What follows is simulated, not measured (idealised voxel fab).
The following process module bears the name voxel transistor to metal.
It is cross-section cut that appears here, measuring 175 nm in width, its square cells being 5 nm in size.
Square cells in a grid make up a cross-section in this document, and the grid is given as bands, listed from the top down, each one or more rows of cells. Basically the band line says how high the top is and how high the bottom is, in nm, and then what's in it from left to right, every material with its width in nm. Empty space shows up as "empty", and if a single material carries "throughout" it runs the full band edge to edge. Height 0 is the level under which the wafer as received is all one material. The lowest band goes on downwards, as in "z 0 and below". The expression "30->40" gives the width at the extremes of the band, the first number at its top row of cells and the second at its bottom row, with the width changing by equal amounts from each row to the next in between. The cross-section has no changed cell in any step marked "identical to before". Enclosed cavity list: empty space of 8 cells or more with no open way to the top, each as width x height at its distance from the left edge, in nm. Where a step's line continues beyond its settings, the continuation is a remark by the simulator itself on that step. "overlay nm" on a masked step: distance the mask lay right of its planned place, negative for left. What follows is a series of pairs. Each pair shows a cross-section before one process step and the cross-section after it, and the after view is drawn only down to the lowest band that changed. Beneath each pair is the step that lies between the two, with its settings. Pairs may come from different runs of this module on the same starting wafer, so a pair continues from the one above it only where its entry headed "Pre-step" says so.
Pre-step
z 30 to 20 = empty 75, SiCN 25, empty 75
z 20 to 10 = empty 75, polySi 25, empty 75
z 10 to 0 = SiO2 30, empty 45, polySi 25, empty 45, SiO2 30
z 0 to -5 = SiO2 throughout
z -5 to -35 = SiO2 35, Si 105, SiO2 35
z -35 and below = Si throughout
Enclosed cavity list: none
Post-Step Geometry
z 35 to 30 = empty 70, SiN 35, empty 70
z 30 to 20 = empty 70, SiN 5, SiCN 25, SiN 5, empty 70
z 20 to 15 = empty 70, SiN 5, polySi 25, SiN 5, empty 70
z 15 to 10 = SiN 35, empty 35, SiN 5, polySi 25, SiN 5, empty 35, SiN 35
z 10 to 5 = SiO2 30, SiN 5, empty 35, SiN 5, polySi 25, SiN 5, empty 35, SiN 5, SiO2 30
z 5 to 0 = SiO2 30, SiN 45, polySi 25, SiN 45, SiO2 30
Everything below 0 is unchanged.
Enclosed cavity list: none
Processing between the before and after sections above: CONFORMAL_DEP, material SiN, thk nm 5
Pre-step: unchanged from the after cross-section in the pair immediately above; refer to that figure.
Post-Step Geometry
z 30 to 20 = empty 70, SiN 5, SiCN 25, SiN 5, empty 70
z 20 to 10 = empty 70, SiN 5, polySi 25, SiN 5, empty 70
z 10 to 0 = SiO2 30, SiN 5, empty 35, SiN 5, polySi 25, SiN 5, empty 35, SiN 5, SiO2 30
Everything below 0 is unchanged.
Enclosed cavity list: none
Processing between the before and after sections above: DIRECTIONAL_ETCH, etch materials SiN, depth nm 5
Pre-step: unchanged from the after cross-section in the pair immediately above; refer to that figure.
Post-Step Geometry
z 30 to 20 = empty 70, SiN 5, SiCN 25, SiN 5, empty 70
z 20 to 10 = empty 70, SiN 5, polySi 25, SiN 5, empty 70
z 10 to 5 = empty 30, SiN 5, empty 35, SiN 5, polySi 25, SiN 5, empty 35, SiN 5, empty 30
z 5 to 0 = SiO2 30, SiN 5, empty 35, SiN 5, polySi 25, SiN 5, empty 35, SiN 5, SiO2 30
z 0 to -5 = SiO2 35, empty 35, SiO2 35, empty 35, SiO2 35
Everything below -5 is unchanged.
Enclosed cavity list: none
Processing between the before and after sections above: DIRECTIONAL_ETCH, etch materials SiO2, depth nm 5
Pre-step: unchanged from the after cross-section in the pair immediately above; refer to that figure.
Post-Step Geometry
z 30 to 20 = empty 70, SiN 5, SiCN 25, SiN 5, empty 70
z 20 to 10 = empty 70, SiN 5, polySi 25, SiN 5, empty 70
z 10 to 5 = empty 30, SiN 5, empty 35, SiN 5, polySi 25, SiN 5, empty 35, SiN 5, empty 30
z 5 to 0 = SiO2 30, SiN 5, empty 35, SiN 5, polySi 25, SiN 5, empty 35, SiN 5, SiO2 30
z 0 to -5 = SiO2 35, SiGe 35, SiO2 35, SiGe 35, SiO2 35
Everything below -5 is unchanged.
Enclosed cavity list: none
Processing between the before and after sections above: EPI, material SiGe, thk nm 5
Pre-step: unchanged from the after cross-section in the pair immediately above; refer to that figure.
Post-Step Geometry
z 35 to 30 = SiO2 throughout
z 30 to 20 = SiO2 70, SiN 5, SiCN 25, SiN 5, SiO2 70
z 20 to 10 = SiO2 70, SiN 5, polySi 25, SiN 5, SiO2 70
z 10 to 0 = SiO2 30, SiN 5, SiO2 35, SiN 5, polySi 25, SiN 5, SiO2 35, SiN 5, SiO2 30
Everything below 0 is unchanged.
Enclosed cavity list: none
Processing between the before and after sections above: FILL_DEP, material SiO2, thk nm 5
Pre-step: unchanged from the after cross-section in the pair immediately above; refer to that figure.
Post-Step Geometry
z 20 to 10 = SiO2 70, SiN 5, polySi 25, SiN 5, SiO2 70
Everything below 10 is unchanged.
Enclosed cavity list: none
Processing between the before and after sections above: CMP, height nm 20
Pre-step: unchanged from the after cross-section in the pair immediately above; refer to that figure.
Post-Step Geometry
z 20 to 10 = SiO2 70, SiN 5, empty 25, SiN 5, SiO2 70
z 10 to 0 = SiO2 30, SiN 5, SiO2 35, SiN 5, empty 25, SiN 5, SiO2 35, SiN 5, SiO2 30
Everything below 0 is unchanged.
Enclosed cavity list: none
Processing between the before and after sections above: STRIP, etch materials polySi
Pre-step: unchanged from the after cross-section in the pair immediately above; refer to that figure.
Post-Step Geometry
z 20 to 15 = empty 70, SiN 5, empty 25, SiN 5, empty 70
z 15 to 10 = SiO2 70, SiN 5, empty 25, SiN 5, SiO2 70
z 10 to 0 = SiO2 30, SiN 5, SiO2 35, SiN 5, empty 25, SiN 5, SiO2 35, SiN 5, SiO2 30
z 0 to -5 = SiO2 35, SiGe 35, empty 35, SiGe 35, SiO2 35
Everything below -5 is unchanged.
Enclosed cavity list: none
Processing between the before and after sections above: SELECTIVE_ETCH, etch materials SiO2, depth nm 5
Pre-step: unchanged from the after cross-section in the pair immediately above; refer to that figure.
Post-Step Geometry
z 25 to 20 = empty 65, HfO2 15, empty 15, HfO2 15, empty 65
z 20 to 15 = HfO2 70, SiN 5, HfO2 5, empty 15, HfO2 5, SiN 5, HfO2 70
z 15 to 10 = SiO2 70, SiN 5, HfO2 5, empty 15, HfO2 5, SiN 5, SiO2 70
z 10 to 0 = SiO2 30, SiN 5, SiO2 35, SiN 5, HfO2 5, empty 15, HfO2 5, SiN 5, SiO2 35, SiN 5, SiO2 30
z 0 to -5 = SiO2 35, SiGe 35, HfO2 35, SiGe 35, SiO2 35
Everything below -5 is unchanged.
Enclosed cavity list: none
Processing between the before and after sections above: CONFORMAL_DEP, material HfO2, thk nm 5
Pre-step: unchanged from the after cross-section in the pair immediately above; refer to that figure.
Post-Step Geometry
z 30 to 25 = empty 60, TiN 25, empty 5, TiN 25, empty 60
z 25 to 20 = TiN 65, HfO2 15, TiN 5, empty 5, TiN 5, HfO2 15, TiN 65
z 20 to 15 = HfO2 70, SiN 5, HfO2 5, TiN 5, empty 5, TiN 5, HfO2 5, SiN 5, HfO2 70
z 15 to 10 = SiO2 70, SiN 5, HfO2 5, TiN 5, empty 5, TiN 5, HfO2 5, SiN 5, SiO2 70
z 10 to 5 = SiO2 30, SiN 5, SiO2 35, SiN 5, HfO2 5, TiN 5, empty 5, TiN 5, HfO2 5, SiN 5, SiO2 35, SiN 5, SiO2 30
z 5 to 0 = SiO2 30, SiN 5, SiO2 35, SiN 5, HfO2 5, TiN 15, HfO2 5, SiN 5, SiO2 35, SiN 5, SiO2 30
Everything below 0 is unchanged.
Enclosed cavity list: none
Processing between the before and after sections above: CONFORMAL_DEP, material TiN, thk nm 5
Pre-step: unchanged from the after cross-section in the pair immediately above; refer to that figure.
Post-Step Geometry
z 35 to 30 = W throughout
z 30 to 25 = W 60, TiN 25, W 5, TiN 25, W 60
z 25 to 20 = TiN 65, HfO2 15, TiN 5, W 5, TiN 5, HfO2 15, TiN 65
z 20 to 15 = HfO2 70, SiN 5, HfO2 5, TiN 5, W 5, TiN 5, HfO2 5, SiN 5, HfO2 70
z 15 to 10 = SiO2 70, SiN 5, HfO2 5, TiN 5, W 5, TiN 5, HfO2 5, SiN 5, SiO2 70
z 10 to 5 = SiO2 30, SiN 5, SiO2 35, SiN 5, HfO2 5, TiN 5, W 5, TiN 5, HfO2 5, SiN 5, SiO2 35, SiN 5, SiO2 30
Everything below 5 is unchanged.
Enclosed cavity list: none
Processing between the before and after sections above: FILL_DEP, material W, thk nm 5
Pre-step: unchanged from the after cross-section in the pair immediately above; refer to that figure.
Post-Step Geometry
z 15 to 10 = SiO2 70, SiN 5, HfO2 5, TiN 5, W 5, TiN 5, HfO2 5, SiN 5, SiO2 70
Everything below 10 is unchanged.
Enclosed cavity list: none
Processing between the before and after sections above: CMP, height nm 15
Pre-step: unchanged from the after cross-section in the pair immediately above; refer to that figure.
Post-Step Geometry
z 25 to 15 = SiO2 throughout
Everything below 15 is unchanged.
Enclosed cavity list: none
Processing between the before and after sections above: DIRECTIONAL_DEP, material SiO2, thk nm 10
Pre-step: unchanged from the after cross-section in the pair immediately above; refer to that figure.
Post-Step Geometry
z 40 to 25 = aC throughout
Everything below 25 is unchanged.
Enclosed cavity list: none
Processing between the before and after sections above: DIRECTIONAL_DEP, material aC, thk nm 15
Pre-step: unchanged from the after cross-section in the pair immediately above; refer to that figure.
Post-Step Geometry
z 70 to 40 = resist 40, empty 20, resist 55, empty 20, resist 40
Everything below 40 is unchanged.
Enclosed cavity list: none
Processing between the before and after sections above: PATTERN, tone open, mask id CONTACT, material resist, width nm 20, pitch nm 75, thk nm 30, overlay nm 0
Pre-step: unchanged from the after cross-section in the pair immediately above; refer to that figure.
Post-Step Geometry
z 55 to 40 = resist 40, empty 20, resist 55, empty 20, resist 40
z 40 to 25 = aC 40, empty 20, aC 55, empty 20, aC 40
Everything below 25 is unchanged.
Enclosed cavity list: none
Processing between the before and after sections above: DIRECTIONAL_ETCH, etch materials aC, depth nm 15
Pre-step: unchanged from the after cross-section in the pair immediately above; refer to that figure.
Post-Step Geometry
z 40 to 25 = aC 40, empty 20, aC 55, empty 20, aC 40
Everything below 25 is unchanged.
Enclosed cavity list: none
Processing between the before and after sections above: STRIP, etch materials resist
Pre-step: unchanged from the after cross-section in the pair immediately above; refer to that figure.
Post-Step Geometry
z 40 to 25 = aC 40, empty 20, aC 55, empty 20, aC 40
z 25 to 15 = SiO2 40, empty 20, SiO2 55, empty 20, SiO2 40
z 15 to 10 = SiO2 40, empty 20, SiO2 10, SiN 5, HfO2 5, TiN 5, W 5, TiN 5, HfO2 5, SiN 5, SiO2 10, empty 20, SiO2 40
z 10 to 5 = SiO2 30, SiN 5, SiO2 5, empty 20, SiO2 10, SiN 5, HfO2 5, TiN 5, W 5, TiN 5, HfO2 5, SiN 5, SiO2 10, empty 20, SiO2 5, SiN 5, SiO2 30
z 5 to 0 = SiO2 30, SiN 5, SiO2 5, empty 20, SiO2 10, SiN 5, HfO2 5, TiN 15, HfO2 5, SiN 5, SiO2 10, empty 20, SiO2 5, SiN 5, SiO2 30
Everything below 0 is unchanged.
Enclosed cavity list: none
Processing between the before and after sections above: DIRECTIONAL_ETCH, etch materials SiO2, depth nm 25
Pre-step: unchanged from the after cross-section in the pair immediately above; refer to that figure.
Post-Step Geometry
z 25 to 15 = SiO2 40, empty 20, SiO2 55, empty 20, SiO2 40
Everything below 15 is unchanged.
Enclosed cavity list: none
Processing between the before and after sections above: STRIP, etch materials aC
Pre-step: unchanged from the after cross-section in the pair immediately above; refer to that figure.
Post-Step Geometry
z 30 to 25 = TiN 45, empty 10, TiN 65, empty 10, TiN 45
z 25 to 15 = SiO2 40, TiN 5, empty 10, TiN 5, SiO2 55, TiN 5, empty 10, TiN 5, SiO2 40
z 15 to 10 = SiO2 40, TiN 5, empty 10, TiN 5, SiO2 10, SiN 5, HfO2 5, TiN 5, W 5, TiN 5, HfO2 5, SiN 5, SiO2 10, TiN 5, empty 10, TiN 5, SiO2 40
z 10 to 5 = SiO2 30, SiN 5, SiO2 5, TiN 5, empty 10, TiN 5, SiO2 10, SiN 5, HfO2 5, TiN 5, W 5, TiN 5, HfO2 5, SiN 5, SiO2 10, TiN 5, empty 10, TiN 5, SiO2 5, SiN 5, SiO2 30
z 5 to 0 = SiO2 30, SiN 5, SiO2 5, TiN 20, SiO2 10, SiN 5, HfO2 5, TiN 15, HfO2 5, SiN 5, SiO2 10, TiN 20, SiO2 5, SiN 5, SiO2 30
Everything below 0 is unchanged.
Enclosed cavity list: none
Processing between the before and after sections above: CONFORMAL_DEP, material TiN, thk nm 5
Pre-step: unchanged from the after cross-section in the pair immediately above; refer to that figure.
Post-Step Geometry
z 35 to 30 = W throughout
z 30 to 25 = TiN 45, W 10, TiN 65, W 10, TiN 45
z 25 to 15 = SiO2 40, TiN 5, W 10, TiN 5, SiO2 55, TiN 5, W 10, TiN 5, SiO2 40
z 15 to 10 = SiO2 40, TiN 5, W 10, TiN 5, SiO2 10, SiN 5, HfO2 5, TiN 5, W 5, TiN 5, HfO2 5, SiN 5, SiO2 10, TiN 5, W 10, TiN 5, SiO2 40
z 10 to 5 = SiO2 30, SiN 5, SiO2 5, TiN 5, W 10, TiN 5, SiO2 10, SiN 5, HfO2 5, TiN 5, W 5, TiN 5, HfO2 5, SiN 5, SiO2 10, TiN 5, W 10, TiN 5, SiO2 5, SiN 5, SiO2 30
Everything below 5 is unchanged.
Enclosed cavity list: none
Processing between the before and after sections above: FILL_DEP, material W, thk nm 5
Pre-step: unchanged from the after cross-section in the pair immediately above; refer to that figure.
Post-Step Geometry
z 25 to 15 = SiO2 40, TiN 5, W 10, TiN 5, SiO2 55, TiN 5, W 10, TiN 5, SiO2 40
Everything below 15 is unchanged.
Enclosed cavity list: none
Processing between the before and after sections above: CMP, height nm 25
Pre-step: unchanged from the after cross-section in the pair immediately above; refer to that figure.
Post-Step Geometry
z 30 to 25 = SiCN throughout
Everything below 25 is unchanged.
Enclosed cavity list: none
Processing between the before and after sections above: CONFORMAL_DEP, material SiCN, thk nm 5
Pre-step: unchanged from the after cross-section in the pair immediately above; refer to that figure.
Post-Step Geometry
z 45 to 30 = lowk throughout
Everything below 30 is unchanged.
Enclosed cavity list: none
Processing between the before and after sections above: DIRECTIONAL_DEP, material lowk, thk nm 15
Pre-step: unchanged from the after cross-section in the pair immediately above; refer to that figure.
Post-Step Geometry
z 60 to 45 = resist 40, empty 20, resist 55, empty 20, resist 40
Everything below 45 is unchanged.
Enclosed cavity list: none
Processing between the before and after sections above: PATTERN, tone open, mask id METAL_1, material resist, width nm 20, pitch nm 75, thk nm 15, overlay nm 0
Pre-step: unchanged from the after cross-section in the pair immediately above; refer to that figure.
Post-Step Geometry
z 60 to 45 = resist 40, empty 20, resist 55, empty 20, resist 40
z 45 to 30 = lowk 40, empty 20, lowk 55, empty 20, lowk 40
Everything below 30 is unchanged.
Enclosed cavity list: none
Processing between the before and after sections above: DIRECTIONAL_ETCH, etch materials lowk, depth nm 15
Pre-step: unchanged from the after cross-section in the pair immediately above; refer to that figure.
Post-Step Geometry
z 60 to 45 = resist 40, empty 20, resist 55, empty 20, resist 40
z 45 to 30 = lowk 40, empty 20, lowk 55, empty 20, lowk 40
z 30 to 25 = SiCN 40, empty 20, SiCN 55, empty 20, SiCN 40
Everything below 25 is unchanged.
Enclosed cavity list: none
Processing between the before and after sections above: DIRECTIONAL_ETCH, etch materials SiCN, depth nm 5
Pre-step: unchanged from the after cross-section in the pair immediately above; refer to that figure.
Post-Step Geometry
z 45 to 30 = lowk 40, empty 20, lowk 55, empty 20, lowk 40
Everything below 30 is unchanged.
Enclosed cavity list: none
Processing between the before and after sections above: STRIP, etch materials resist
Pre-step: unchanged from the after cross-section in the pair immediately above; refer to that figure.
Post-Step Geometry
z 50 to 45 = TiN 45, empty 10, TiN 65, empty 10, TiN 45
z 45 to 30 = lowk 40, TiN 5, empty 10, TiN 5, lowk 55, TiN 5, empty 10, TiN 5, lowk 40
z 30 to 25 = SiCN 40, TiN 20, SiCN 55, TiN 20, SiCN 40
Everything below 25 is unchanged.
Enclosed cavity list: none
Processing between the before and after sections above: CONFORMAL_DEP, material TiN, thk nm 5
Pre-step: unchanged from the after cross-section in the pair immediately above; refer to that figure.
Post-Step Geometry
z 60 to 50 = Ru throughout
z 50 to 45 = TiN 45, Ru 10, TiN 65, Ru 10, TiN 45
z 45 to 30 = lowk 40, TiN 5, Ru 10, TiN 5, lowk 55, TiN 5, Ru 10, TiN 5, lowk 40
Everything below 30 is unchanged.
Enclosed cavity list: none
Processing between the before and after sections above: FILL_DEP, material Ru, thk nm 10
Pre-step: unchanged from the after cross-section in the pair immediately above; refer to that figure.
Post-Step Geometry
z 45 to 30 = lowk 40, TiN 5, Ru 10, TiN 5, lowk 55, TiN 5, Ru 10, TiN 5, lowk 40
Everything below 30 is unchanged.
Enclosed cavity list: none
Processing between the before and after sections above: CMP, height nm 45
Pre-step: unchanged from the after cross-section in the pair immediately above; refer to that figure.
Post-Step Geometry
z 50 to 45 = SiCN throughout
Everything below 45 is unchanged.
Enclosed cavity list: none
Processing between the before and after sections above: CONFORMAL_DEP, material SiCN, thk nm 5
Pre-step: unchanged from the after cross-section in the pair immediately above; refer to that figure.
Post-Step Geometry
z 75 to 50 = lowk throughout
Everything below 50 is unchanged.
Enclosed cavity list: none
Processing between the before and after sections above: DIRECTIONAL_DEP, material lowk, thk nm 25
Pre-step: unchanged from the after cross-section in the pair immediately above; refer to that figure.
Post-Step Geometry
z 85 to 75 = aC throughout
Everything below 75 is unchanged.
Enclosed cavity list: none
Processing between the before and after sections above: DIRECTIONAL_DEP, material aC, thk nm 10
Pre-step: unchanged from the after cross-section in the pair immediately above; refer to that figure.
Post-Step Geometry
z 110 to 85 = resist 40, empty 20, resist 55, empty 20, resist 40
Everything below 85 is unchanged.
Enclosed cavity list: none
Processing between the before and after sections above: PATTERN, tone open, mask id METAL_2, material resist, width nm 20, pitch nm 75, thk nm 25, overlay nm 0
Pre-step: unchanged from the after cross-section in the pair immediately above; refer to that figure.
Post-Step Geometry
z 100 to 85 = resist 40, empty 20, resist 55, empty 20, resist 40
z 85 to 75 = aC 40, empty 20, aC 55, empty 20, aC 40
Everything below 75 is unchanged.
Enclosed cavity list: none
Processing between the before and after sections above: DIRECTIONAL_ETCH, etch materials aC, depth nm 10
Pre-step: unchanged from the after cross-section in the pair immediately above; refer to that figure.
Post-Step Geometry
z 85 to 75 = aC 40, empty 20, aC 55, empty 20, aC 40
Everything below 75 is unchanged.
Enclosed cavity list: none
Processing between the before and after sections above: STRIP, etch materials resist
Pre-step: unchanged from the after cross-section in the pair immediately above; refer to that figure.
Post-Step Geometry
z 85 to 75 = aC 40, empty 20, aC 55, empty 20, aC 40
z 75 to 60 = lowk 40, empty 20, lowk 55, empty 20, lowk 40
Everything below 60 is unchanged.
Enclosed cavity list: none
Processing between the before and after sections above: DIRECTIONAL_ETCH, etch materials lowk, depth nm 15
Pre-step: unchanged from the after cross-section in the pair immediately above; refer to that figure.
Post-Step Geometry
z 75 to 60 = lowk 40, empty 20, lowk 55, empty 20, lowk 40
Everything below 60 is unchanged.
Enclosed cavity list: none
Processing between the before and after sections above: STRIP, etch materials aC
Pre-step: unchanged from the after cross-section in the pair immediately above; refer to that figure.
Post-Step Geometry
z 95 to 75 = resist 40, empty 15, resist 60, empty 15, resist 45
z 75 to 60 = lowk 40, empty 15, resist 5, lowk 55, empty 15, resist 5, lowk 40
Everything below 60 is unchanged.
Enclosed cavity list: none
Processing between the before and after sections above: PATTERN, tone open, mask id METAL_2_HOLES, material resist, width nm 15, pitch nm 75, thk nm 20, overlay nm 0
Pre-step: unchanged from the after cross-section in the pair immediately above; refer to that figure.
Post-Step Geometry
z 95 to 75 = resist 40, empty 15, resist 60, empty 15, resist 45
z 75 to 60 = lowk 40, empty 15, resist 5, lowk 55, empty 15, resist 5, lowk 40
z 60 to 50 = lowk 40, empty 15, lowk 60, empty 15, lowk 45
Everything below 50 is unchanged.
Enclosed cavity list: none
Processing between the before and after sections above: DIRECTIONAL_ETCH, etch materials lowk, depth nm 10
Pre-step: unchanged from the after cross-section in the pair immediately above; refer to that figure.
Post-Step Geometry
z 95 to 75 = resist 40, empty 15, resist 60, empty 15, resist 45
z 75 to 60 = lowk 40, empty 15, resist 5, lowk 55, empty 15, resist 5, lowk 40
z 60 to 50 = lowk 40, empty 15, lowk 60, empty 15, lowk 45
z 50 to 45 = SiCN 40, empty 15, SiCN 60, empty 15, SiCN 45
Everything below 45 is unchanged.
Enclosed cavity list: none
Processing between the before and after sections above: DIRECTIONAL_ETCH, etch materials SiCN, depth nm 5
Pre-step: unchanged from the after cross-section in the pair immediately above; refer to that figure.
Post-Step Geometry
z 75 to 60 = lowk 40, empty 20, lowk 55, empty 20, lowk 40
Everything below 60 is unchanged.
Enclosed cavity list: none
Processing between the before and after sections above: STRIP, etch materials resist
Pre-step: unchanged from the after cross-section in the pair immediately above; refer to that figure.
Post-Step Geometry
z 80 to 75 = TiN 45, empty 10, TiN 65, empty 10, TiN 45
z 75 to 65 = lowk 40, TiN 5, empty 10, TiN 5, lowk 55, TiN 5, empty 10, TiN 5, lowk 40
z 65 to 60 = lowk 40, TiN 5, empty 5, TiN 10, lowk 55, TiN 5, empty 5, TiN 10, lowk 40
z 60 to 50 = lowk 40, TiN 5, empty 5, TiN 5, lowk 60, TiN 5, empty 5, TiN 5, lowk 45
z 50 to 45 = SiCN 40, TiN 15, SiCN 60, TiN 15, SiCN 45
Everything below 45 is unchanged.
Enclosed cavity list: none
Processing between the before and after sections above: CONFORMAL_DEP, material TiN, thk nm 5
Pre-step: unchanged from the after cross-section in the pair immediately above; refer to that figure.
Post-Step Geometry
z 85 to 80 = Ru throughout
z 80 to 75 = TiN 45, Ru 10, TiN 65, Ru 10, TiN 45
z 75 to 65 = lowk 40, TiN 5, Ru 10, TiN 5, lowk 55, TiN 5, Ru 10, TiN 5, lowk 40
z 65 to 60 = lowk 40, TiN 5, Ru 5, TiN 10, lowk 55, TiN 5, Ru 5, TiN 10, lowk 40
z 60 to 50 = lowk 40, TiN 5, Ru 5, TiN 5, lowk 60, TiN 5, Ru 5, TiN 5, lowk 45
Everything below 50 is unchanged.
Enclosed cavity list: none
Processing between the before and after sections above: FILL_DEP, material Ru, thk nm 5
Pre-step: unchanged from the after cross-section in the pair immediately above; refer to that figure.
Post-Step Geometry
z 75 to 65 = lowk 40, TiN 5, Ru 10, TiN 5, lowk 55, TiN 5, Ru 10, TiN 5, lowk 40
Everything below 65 is unchanged.
Enclosed cavity list: none
Processing between the before and after sections above: CMP, height nm 75
Pre-step: unchanged from the after cross-section in the pair immediately above; refer to that figure.
Post-Step Geometry
z 80 to 75 = SiCN throughout
Everything below 75 is unchanged.
Enclosed cavity list: none
Processing between the before and after sections above: CONFORMAL_DEP, material SiCN, thk nm 5
Pre-step
z 75 to 60 = lowk 40, empty 20, lowk 55, empty 20, lowk 40
z 60 to 50 = lowk throughout
z 50 to 45 = SiCN throughout
z 45 to 30 = lowk 40, TiN 5, Ru 10, TiN 5, lowk 55, TiN 5, Ru 10, TiN 5, lowk 40
z 30 to 25 = SiCN 40, TiN 20, SiCN 55, TiN 20, SiCN 40
z 25 to 15 = SiO2 40, TiN 5, W 10, TiN 5, SiO2 55, TiN 5, W 10, TiN 5, SiO2 40
z 15 to 10 = SiO2 40, TiN 5, W 10, TiN 5, SiO2 10, SiN 5, HfO2 5, TiN 5, W 5, TiN 5, HfO2 5, SiN 5, SiO2 10, TiN 5, W 10, TiN 5, SiO2 40
z 10 to 5 = SiO2 30, SiN 5, SiO2 5, TiN 5, W 10, TiN 5, SiO2 10, SiN 5, HfO2 5, TiN 5, W 5, TiN 5, HfO2 5, SiN 5, SiO2 10, TiN 5, W 10, TiN 5, SiO2 5, SiN 5, SiO2 30
z 5 to 0 = SiO2 30, SiN 5, SiO2 5, TiN 20, SiO2 10, SiN 5, HfO2 5, TiN 15, HfO2 5, SiN 5, SiO2 10, TiN 20, SiO2 5, SiN 5, SiO2 30
z 0 to -5 = SiO2 35, SiGe 35, HfO2 35, SiGe 35, SiO2 35
z -5 to -25 = SiO2 35, Si 105, SiO2 35
z -25 and below = Si throughout
Enclosed cavity list: none
Post-Step Geometry
z 95 to 75 = resist 35, empty 25, resist 50, empty 25, resist 40
Everything below 75 is unchanged.
Enclosed cavity list: none
Processing between the before and after sections above: PATTERN, tone open, mask id METAL_2_HOLES, material resist, width nm 25, pitch nm 75, thk nm 20, overlay nm 0
Pre-step: unchanged from the after cross-section in the pair immediately above; refer to that figure.
Post-Step Geometry
z 95 to 75 = resist 35, empty 25, resist 50, empty 25, resist 40
z 75 to 65 = lowk 35, empty 25, lowk 50, empty 25, lowk 40
z 65 to 50 = lowk 40, empty 20, lowk 55, empty 20, lowk 40
Everything below 50 is unchanged.
Enclosed cavity list: none
Processing between the before and after sections above: DIRECTIONAL_ETCH, etch materials lowk, depth nm 10
Pre-step: unchanged from the after cross-section in the pair immediately above; refer to that figure.
Post-Step Geometry
z 95 to 75 = resist 35, empty 25, resist 50, empty 25, resist 40
z 75 to 65 = lowk 35, empty 25, lowk 50, empty 25, lowk 40
z 65 to 50 = lowk 40, empty 20, lowk 55, empty 20, lowk 40
z 50 to 45 = SiCN 40, empty 20, SiCN 55, empty 20, SiCN 40
Everything below 45 is unchanged.
Enclosed cavity list: none
Processing between the before and after sections above: DIRECTIONAL_ETCH, etch materials SiCN, depth nm 5
Pre-step: unchanged from the after cross-section in the pair immediately above; refer to that figure.
Post-Step Geometry
z 75 to 65 = lowk 35, empty 25, lowk 50, empty 25, lowk 40
Everything below 65 is unchanged.
Enclosed cavity list: none
Processing between the before and after sections above: STRIP, etch materials resist
Pre-step: unchanged from the after cross-section in the pair immediately above; refer to that figure.
Post-Step Geometry
z 80 to 75 = TiN 40, empty 15, TiN 60, empty 15, TiN 45
z 75 to 65 = lowk 35, TiN 5->10, empty 15->10, TiN 5, lowk 50, TiN 5->10, empty 15->10, TiN 5, lowk 40
z 65 to 50 = lowk 40, TiN 5, empty 10, TiN 5, lowk 55, TiN 5, empty 10, TiN 5, lowk 40
z 50 to 45 = SiCN 40, TiN 20, SiCN 55, TiN 20, SiCN 40
Everything below 45 is unchanged.
Enclosed cavity list: none
Processing between the before and after sections above: CONFORMAL_DEP, material TiN, thk nm 5
Pre-step: unchanged from the after cross-section in the pair immediately above; refer to that figure.
Post-Step Geometry
z 85 to 80 = Ru throughout
z 80 to 75 = TiN 40, Ru 15, TiN 60, Ru 15, TiN 45
z 75 to 65 = lowk 35, TiN 5->10, Ru 15->10, TiN 5, lowk 50, TiN 5->10, Ru 15->10, TiN 5, lowk 40
z 65 to 50 = lowk 40, TiN 5, Ru 10, TiN 5, lowk 55, TiN 5, Ru 10, TiN 5, lowk 40
Everything below 50 is unchanged.
Enclosed cavity list: none
Processing between the before and after sections above: FILL_DEP, material Ru, thk nm 5
Pre-step: unchanged from the after cross-section in the pair immediately above; refer to that figure.
Post-Step Geometry
z 75 to 65 = lowk 35, TiN 5->10, Ru 15->10, TiN 5, lowk 50, TiN 5->10, Ru 15->10, TiN 5, lowk 40
Everything below 65 is unchanged.
Enclosed cavity list: none
Processing between the before and after sections above: CMP, height nm 75
Pre-step: unchanged from the after cross-section in the pair immediately above; refer to that figure.
Post-Step Geometry
z 80 to 75 = SiCN throughout
Everything below 75 is unchanged.
Enclosed cavity list: none
Processing between the before and after sections above: CONFORMAL_DEP, material SiCN, thk nm 5
Pre-step
z 85 to 75 = aC throughout
z 75 to 50 = lowk throughout
z 50 to 45 = SiCN throughout
z 45 to 30 = lowk 40, TiN 5, Ru 10, TiN 5, lowk 55, TiN 5, Ru 10, TiN 5, lowk 40
z 30 to 25 = SiCN 40, TiN 20, SiCN 55, TiN 20, SiCN 40
z 25 to 15 = SiO2 40, TiN 5, W 10, TiN 5, SiO2 55, TiN 5, W 10, TiN 5, SiO2 40
z 15 to 10 = SiO2 40, TiN 5, W 10, TiN 5, SiO2 10, SiN 5, HfO2 5, TiN 5, W 5, TiN 5, HfO2 5, SiN 5, SiO2 10, TiN 5, W 10, TiN 5, SiO2 40
z 10 to 5 = SiO2 30, SiN 5, SiO2 5, TiN 5, W 10, TiN 5, SiO2 10, SiN 5, HfO2 5, TiN 5, W 5, TiN 5, HfO2 5, SiN 5, SiO2 10, TiN 5, W 10, TiN 5, SiO2 5, SiN 5, SiO2 30
z 5 to 0 = SiO2 30, SiN 5, SiO2 5, TiN 20, SiO2 10, SiN 5, HfO2 5, TiN 15, HfO2 5, SiN 5, SiO2 10, TiN 20, SiO2 5, SiN 5, SiO2 30
z 0 to -5 = SiO2 35, SiGe 35, HfO2 35, SiGe 35, SiO2 35
z -5 to -25 = SiO2 35, Si 105, SiO2 35
z -25 and below = Si throughout
Enclosed cavity list: none
Post-Step Geometry
z 110 to 85 = resist 45, empty 20, resist 55, empty 20, resist 35
Everything below 85 is unchanged.
Enclosed cavity list: none
Processing between the before and after sections above: PATTERN, tone open, mask id METAL_2, material resist, width nm 20, pitch nm 75, thk nm 25, overlay nm 5
Pre-step: unchanged from the after cross-section in the pair immediately above; refer to that figure.
Post-Step Geometry
z 100 to 85 = resist 45, empty 20, resist 55, empty 20, resist 35
z 85 to 75 = aC 45, empty 20, aC 55, empty 20, aC 35
Everything below 75 is unchanged.
Enclosed cavity list: none
Processing between the before and after sections above: DIRECTIONAL_ETCH, etch materials aC, depth nm 10
Pre-step: unchanged from the after cross-section in the pair immediately above; refer to that figure.
Post-Step Geometry
z 85 to 75 = aC 45, empty 20, aC 55, empty 20, aC 35
Everything below 75 is unchanged.
Enclosed cavity list: none
Processing between the before and after sections above: STRIP, etch materials resist
Pre-step: unchanged from the after cross-section in the pair immediately above; refer to that figure.
Post-Step Geometry
z 85 to 75 = aC 45, empty 20, aC 55, empty 20, aC 35
z 75 to 60 = lowk 45, empty 20, lowk 55, empty 20, lowk 35
Everything below 60 is unchanged.
Enclosed cavity list: none
Processing between the before and after sections above: DIRECTIONAL_ETCH, etch materials lowk, depth nm 15
Pre-step: unchanged from the after cross-section in the pair immediately above; refer to that figure.
Post-Step Geometry
z 75 to 60 = lowk 45, empty 20, lowk 55, empty 20, lowk 35
Everything below 60 is unchanged.
Enclosed cavity list: none
Processing between the before and after sections above: STRIP, etch materials aC
